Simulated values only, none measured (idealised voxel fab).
The following is a process module called voxel self aligned vias.
Cross-section cut: width 240 nm, square cells of 5 nm.
Bands, listed from the top down, are how a cross-section gets written in this document; the cross-section itself is a grid of square cells, and a band is one or more rows of them. In this notation a band is specified by the heights of its top and bottom, in that order and in nm, after which its materials appear from left to right, each paired with its width in nm. The word "edge to edge" attached to a single material means that material fills the band from edge to edge; the word "empty" stands for empty space. Counting heights begins at 0, where everything beneath is, in the wafer as received, one material. The lowest band has no bottom; it goes on downwards, as "0 down" shows. So if you see something like "30 to 40" for the width, read it as the top row of the band sitting at the first number and the bottom row at the second, with every row in between moving by the same amount as the last. The cross-section has no changed cell in any step marked "no modifications". Closed empty spaces (no open way to the top) of 8 cells or more are what "Closed void roster" lists, each as width x height at distance from the left edge, nm for all three. Heads up: the bit after the settings on a step's line is the simulator's remark on that step. A step's line can hold "overlay nm"; with a mask on that step, the setting says how far right of the planned place the mask lay, while a negative setting says it lay to the left.
## Listed below are the process steps as planned
- 1: RECEIVE [material Si]
- 2: CONFORMAL_DEP [material SiO2] [thk nm 10]
- 3: CONFORMAL_DEP [material SiCN] [thk nm 5]
- 4: DIRECTIONAL_DEP [material SiO2] [thk nm 20]
- 5: PATTERN [tone open] [mask id LINES] [material resist] [width nm 25] [pitch nm 60] [thk nm 20] [overlay nm 0]
- 6: DIRECTIONAL_ETCH [etch materials SiO2] [depth nm 20]
- 7: STRIP [etch materials resist]
- 8: CONFORMAL_DEP [material TiN] [thk nm 5]
- 9: FILL_DEP [material W] [thk nm 10]
- 10: CMP [height nm 35]
- 11: SELECTIVE_ETCH [etch materials W Ru TiN] [depth nm 10]
- 12: FILL_DEP [material SiN] [thk nm 10]
- 13: CMP [height nm 35]
- 14: DIRECTIONAL_DEP [material SiO2] [thk nm 20]
- 15: DIRECTIONAL_DEP [material aC] [thk nm 15]
- 16: PATTERN [tone open] [mask id VIAS] [material resist] [width nm 35] [thk nm 35] [overlay nm 0]
- 17: DIRECTIONAL_ETCH [etch materials aC] [depth nm 15]
- 18: STRIP [etch materials resist]
- 19: DIRECTIONAL_ETCH [etch materials SiO2] [depth nm 10]
- 20: DIRECTIONAL_ETCH [etch materials SiN] [depth nm 10]
- 21: STRIP [etch materials aC]
- 22: CONFORMAL_DEP [material TiN] [thk nm 5]
- 23: FILL_DEP [material Ru] [thk nm 10]
- 24: CMP [height nm 55]
- 25: CONFORMAL_DEP [material SiN] [thk nm 5]
Wafers differ in depth nm at step 19; plan lists the first wafer's value; identical starting state.
## As-received state after step 1, first of several wafers, cross-section
* 0 down = Si edge to edge
* Closed void roster: none
## Wafer rows, end of module: cells per material gained (+) or lost (-) since receipt; closed voids last
depth nm 10 | +5 Ru | +48 SiCN | +68 SiN | +426 SiO2 | +23 TiN | +6 W | Closed void roster: none
depth nm 15 | +10 Ru | +48 SiCN | +68 SiN | +419 SiO2 | +25 TiN | +6 W | Closed void roster: none
depth nm 20 | +21 Ru | +48 SiCN | +58 SiN | +412 SiO2 | +31 TiN | +6 W | Closed void roster: none
depth nm 25 | +23 Ru | +48 SiCN | +58 SiN | +410 SiO2 | +31 TiN | +6 W | Closed void roster: none
depth nm 30 | +25 Ru | +48 SiCN | +58 SiN | +408 SiO2 | +31 TiN | +6 W | Closed void roster: none
depth nm 35 | +25 Ru | +48 SiCN | +58 SiN | +406 SiO2 | +33 TiN | +6 W | Closed void roster: none
